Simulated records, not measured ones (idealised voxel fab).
The process module that follows is named voxel tone inversion.
The width of the displayed cross-section, cut, is 200 nm; its cells are square, with a size of 5 nm.
For the purposes of this document, a cross-section shall be understood as a grid of square cells, specified as bands listed in top-to-bottom order, each band consisting of one or more rows of cells.
It is stipulated that each band's entry specify, in nanometres, the height of the top of the band and then that of its bottom, followed by the materials of the band in left-to-right sequence, each together with its width in nanometres. A single material marked by the word "edge to edge" is understood to fill the band from edge to edge; the word "air" is understood to denote empty space.
Note: height 0 marks the level under which the wafer is uniformly one material as received. Lowest band unbounded below, written "z 0 and below".
Width: "30..40" (first number = top row, second number = bottom row, same change from row to row of cells).
"identical to before" means the step left every cell of the cross-section as it was.
Look at "Fully sealed cavities" for the closed voids: empty spaces with no open path to the top, sized 8 cells or up. Each is width x height at distance, distance from the left edge, all nm.
That trailing text on a step's line, after the settings, is the simulator's own remark on the step.
Among the settings permitted on a step's line is "overlay nm"; applied to a step with a mask, it specifies the extent to which the mask lay to the right of its planned position, whereas a negative figure signifies a position to the left.
## Steps planned for the process
step 1: RECEIVE | material Si
step 2: CONFORMAL_DEP | material SiCN | thk nm 5
step 3: DIRECTIONAL_DEP | material polySi | thk nm 25
step 4: PATTERN | tone cover | mask id POSTS | material resist | width nm 25 | pitch nm 45 | thk nm 30 | overlay nm 0
step 5: DIRECTIONAL_ETCH | etch materials polySi | depth nm 25
step 6: STRIP | etch materials resist
step 7: FILL_DEP | material lowk | thk nm 10
step 8: CMP | height nm 30
step 9: STRIP | etch materials polySi
step 10: CONFORMAL_DEP | material TiN | thk nm 5
step 11: FILL_DEP | material Cu | thk nm 10
step 12: CMP | height nm 30
step 13: CONFORMAL_DEP | material SiN | thk nm 5
## Cross-section of the wafer as it came to us, i.e., already through step 1
> z 0 and below  Si edge to edge
> Fully sealed cavities: none
## This is how the wafer looks in cross-section once the module is done, given the starting state and plan above and one mistake in carrying the plan out
> z 35 to 30  SiN edge to edge
> z 30 to 10  lowk=40 / TiN=5 / polySi=15 / TiN=5 / lowk=20 / TiN=5 / polySi=15 / TiN=5 / lowk=20 / TiN=5 / polySi=15 / TiN=5 / lowk=45
> z 10 to 5  lowk=40 / TiN=25 / lowk=20 / TiN=25 / lowk=20 / TiN=25 / lowk=45
> z 5 to 0  SiCN edge to edge
> z 0 and below  Si edge to edge
> Fully sealed cavities: none
Processing error: step 11 off recipe, ran as FILL_DEP | material polySi | thk nm 10
